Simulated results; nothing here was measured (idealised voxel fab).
Process module, titled voxel self aligned contacts
Each square cell in cross-section cut measures 5 nm, and the section as a whole is 145 nm wide.
Throughout this document, each cross-section is represented as a grid of square cells and is presented as a sequence of bands enumerated from the top downward, where a band comprises one or more rows of cells.
Band: top height; bottom height; in nm. Then, left to right: material with width in nm, for each material. "all across": a single material spanning edge to edge. "blank": empty space.
Heads up on the height convention: 0 is the point under which the incoming wafer is all one material, and the lowest band has no bottom, it just keeps going down, like "0 and below".
A width given as "30..40" starts at the first number in the band's top row and ends at the second number in its bottom row, shifting by an equal amount at every step from row to row.
No cell of the cross-section changed in a step that is given as "remained the same".
"Sealed voids" contains a list of empty spaces, each no smaller than 8 cells and without an open way to the top, written in the form width x height at distance with the distance from the left edge and all three in nm.
Anything after a step's settings on that line? It's the simulator's own note about the step.
The line of a step may include "overlay nm". On a step with a mask, this value is how far to the right of its planned place the mask lay. A negative value means the mask lay to the left.

**Process steps foreseen in the plan**
| 1 | RECEIVE (material Si) |
| 2 | CONFORMAL_DEP (material SiO2; thk nm 5) |
| 3 | DIRECTIONAL_DEP (material polySi; thk nm 30) |
| 4 | DIRECTIONAL_DEP (material SiN; thk nm 20) |
| 5 | MASKED_ETCH (tone cover; mask id GATE; width nm 25; pitch nm 60; etch materials SiN; depth nm 20; overlay nm 0) |
| 6 | MASKED_ETCH (tone cover; mask id GATE; width nm 25; pitch nm 60; etch materials polySi; depth nm 30; overlay nm 0) |
| 7 | CONFORMAL_DEP (material SiN; thk nm 5) |
| 8 | DIRECTIONAL_ETCH (etch materials SiN; depth nm 5) |
| 9 | FILL_DEP (material SiO2; thk nm 20) |
| 10 | CMP (height nm 65) |
| 11 | DIRECTIONAL_DEP (material aC; thk nm 15) |
| 12 | PATTERN (tone open; mask id CONTACT; material resist; width nm 45; thk nm 30; overlay nm 0) |
| 13 | DIRECTIONAL_ETCH (etch materials aC; depth nm 15) |
| 14 | STRIP (etch materials resist) |
| 15 | DIRECTIONAL_ETCH (etch materials SiO2; depth nm 65) |
| 16 | STRIP (etch materials aC) |
| 17 | CONFORMAL_DEP (material TiN; thk nm 5) |
| 18 | FILL_DEP (material Ru; thk nm 5) |
| 19 | CMP (height nm 65) |
| 20 | CONFORMAL_DEP (material SiN; thk nm 5) |

**This is the cross-section of the wafer as we received it, i.e. after step 1**
  0 and below: Si all across
  Sealed voids: none

**Cross-section, first of two wafers, end of module, run as planned**
  70 down to 65: SiN all across
  65 down to 55: SiO2: 50, TiN: 5..15, Ru: 35..15, TiN: 5..15, SiO2: 50
  55 down to 35: SiO2: 25, SiN: 35, TiN: 5, Ru: 15, TiN: 5, SiN: 35, SiO2: 25
  35 down to 5: SiO2: 25, SiN: 5, polySi: 25, SiN: 5, TiN: 5, Ru: 15, TiN: 5, SiN: 5, polySi: 25, SiN: 5, SiO2: 25
  5 down to 0: SiO2: 60, TiN: 25, SiO2: 60
  0 and below: Si all across
  Sealed voids: none

**Second of two wafers, module complete, sectioned: it shares the first wafer's start and plan but was run with one mistake**
  70 down to 65: SiN all across
  65 down to 55: SiO2: 50, TiN: 5..15, Ru: 35..15, TiN: 5..15, SiO2: 50
  55 down to 35: SiO2: 25, SiN: 35, TiN: 5, Ru: 15, TiN: 5, SiN: 35, SiO2: 25
  35 down to 15: SiO2: 25, SiN: 5, polySi: 25, SiN: 5, TiN: 5, Ru: 15, TiN: 5, SiN: 5, polySi: 25, SiN: 5, SiO2: 25
  15 down to 10: SiO2: 25, SiN: 5, polySi: 25, SiN: 5, TiN: 25, SiN: 5, polySi: 25, SiN: 5, SiO2: 25
  10 down to 5: SiN: 30, polySi: 25, SiN: 35, polySi: 25, SiN: 30
  5 down to 0: SiO2 all across
  0 and below: Si all across
  Sealed voids: none
Error vs. plan: steps 7 and 8: order swapped relative to plan
In the final state, the cell counts of the second wafer exceed or fall short of those of the first for the following materials: Ru -6; SiN +15; SiO2 -5; TiN -4
